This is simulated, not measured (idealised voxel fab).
Documented hereafter: the process module known as voxel self aligned contacts.
Pictured: cross-section cut, 260 nm wide, on a grid of 5 nm square cells.
Format of a cross-section: grid, square cells. Given as bands. Order: top down. Band: one or more rows of cells.
Look at the band entry: it leads with the top's height and the bottom's height in nm. Then it lists the materials left to right, with a width in nm for each. The word "full width" on a single material says that material fills the band edge to edge. The word "air" is empty space.
Below 0: as-received wafer, all one material; heights counted from there. Lowest band: no bottom, goes on down, written "0 nm and below".
The two numbers in a width such as "30..40" mark its ends across the band: the first belongs to the top row of cells, the second to the bottom row, and from each row to the next the width moves by the same amount.
Step note "nothing different" = no cross-section cell changed.
What "Non-vented voids" gives you is every empty space of 8 cells or more that is cut off from the top. Each appears as width x height at distance, with the distance taken from the left edge and width, height and distance all in nm.
Heads up: the bit after the settings on a step's line is the simulator's remark on that step.
overlay nm: mask right of planned place by this much (step with mask). Neg. = left.
PROCESS STEPS - PLAN
1 RECEIVE (material Si)
2 OXIDIZE (depth nm 5)
3 DIRECTIONAL_DEP (material polySi; thk nm 25)
4 DIRECTIONAL_DEP (material SiN; thk nm 25)
5 MASKED_ETCH (tone cover; mask id GATE; width nm 30; pitch nm 75; etch materials SiN; depth nm 25; overlay nm 0)
6 MASKED_ETCH (tone cover; mask id GATE; width nm 30; pitch nm 75; etch materials polySi; depth nm 25; overlay nm 0)
7 CONFORMAL_DEP (material SiN; thk nm 5)
8 DIRECTIONAL_ETCH (etch materials SiN; depth nm 10)
9 FILL_DEP (material SiO2; thk nm 15)
10 CMP (height nm 60)
11 DIRECTIONAL_DEP (material aC; thk nm 10)
12 PATTERN (tone open; mask id CONTACT; material resist; width nm 55; pitch nm 75; thk nm 30; overlay nm 0)
13 DIRECTIONAL_ETCH (etch materials aC; depth nm 10)
14 STRIP (etch materials resist)
15 DIRECTIONAL_ETCH (etch materials SiO2; depth nm 65)
16 STRIP (etch materials aC)
17 CONFORMAL_DEP (material TiN; thk nm 5)
18 FILL_DEP (material Ru; thk nm 10)
19 CMP (height nm 60)
20 CONFORMAL_DEP (material SiCN; thk nm 5)
The wafers are alike at the start. At step 7, their thk nm differs. The plan lists the first wafer's value.
AS-RECEIVED STATE AFTER STEP 1, FIRST OF SEVERAL WAFERS, CROSS-SECTION
  0 nm and below | Si full width
  Non-vented voids: none
END OF THE MODULE, PAST ITS LAST STEP, STEP 20: HOW THE FIRST OF SEVERAL WAFERS LOOKS IN CROSS-SECTION
  65 nm to 60 nm | SiCN full width
  60 nm to 50 nm | 65 of SiO2, 5 of TiN, 45 of Ru, 5 of TiN, 20 of SiO2, 5 of TiN, 45 of Ru, 5 of TiN, 65 of SiO2
  50 nm to 45 nm | 65 of SiO2, 15 of TiN, 25 of Ru, 15 of TiN, 20 of SiO2, 15 of TiN, 25 of Ru, 15 of TiN, 65 of SiO2
  45 nm to 25 nm | 35 of SiO2, 40 of SiN, 5 of TiN, 25 of Ru, 5 of TiN, 40 of SiN, 5 of TiN, 25 of Ru, 5 of TiN, 40 of SiN, 35 of SiO2
  25 nm to 0 nm | 35 of SiO2, 5 of SiN, 30 of polySi, 5 of SiN, 5 of TiN, 25 of Ru, 5 of TiN, 5 of SiN, 30 of polySi, 5 of SiN, 5 of TiN, 25 of Ru, 5 of TiN, 5 of SiN, 30 of polySi, 5 of SiN, 35 of SiO2
  0 nm to -5 nm | 75 of SiO2, 35 of TiN, 40 of SiO2, 35 of TiN, 75 of SiO2
  -5 nm and below | Si full width
  Non-vented voids: none
CROSS-SECTION OF THE FINAL WAFER AMONG SEVERAL, TAKEN AT THE END OF THE MODULE
  65 nm to 60 nm | SiCN full width
  60 nm to 25 nm | 15 of SiO2, 230 of SiN, 15 of SiO2
  25 nm to 15 nm | 15 of SiO2, 25 of SiN, 30 of polySi, 45 of SiN, 30 of polySi, 45 of SiN, 30 of polySi, 25 of SiN, 15 of SiO2
  15 nm to 0 nm | 40 of SiN, 30 of polySi, 45 of SiN, 30 of polySi, 45 of SiN, 30 of polySi, 40 of SiN
  0 nm to -5 nm | SiO2 full width
  -5 nm and below | Si full width
  Non-vented voids: none
NOTE: THE FOLLOWING TABLE IS ARRANGED BY WAFER, A ROW APIECE. EACH ROW REPORTS THE END-OF-MODULE STATE: PER MATERIAL, CELLS GAINED (+) OR CELLS LOST (-) COMPARED WITH THE WAFER AS RECEIVED; CLOSED VOIDS FOLLOW
thk nm 5; +136 Ru; -52 Si; +52 SiCN; +126 SiN; +254 SiO2; +70 TiN; +90 polySi; Non-vented voids: none
thk nm 10; +84 Ru; -52 Si; +52 SiCN; +210 SiN; +222 SiO2; +70 TiN; +90 polySi; Non-vented voids: none
thk nm 15; +20 Ru; -52 Si; +52 SiCN; +322 SiN; +182 SiO2; +62 TiN; +90 polySi; Non-vented voids: none
thk nm 20; -52 Si; +52 SiCN; +434 SiN; +132 SiO2; +20 TiN; +90 polySi; Non-vented voids: none
thk nm 25; -52 Si; +52 SiCN; +480 SiN; +106 SiO2; +90 polySi; Non-vented voids: none
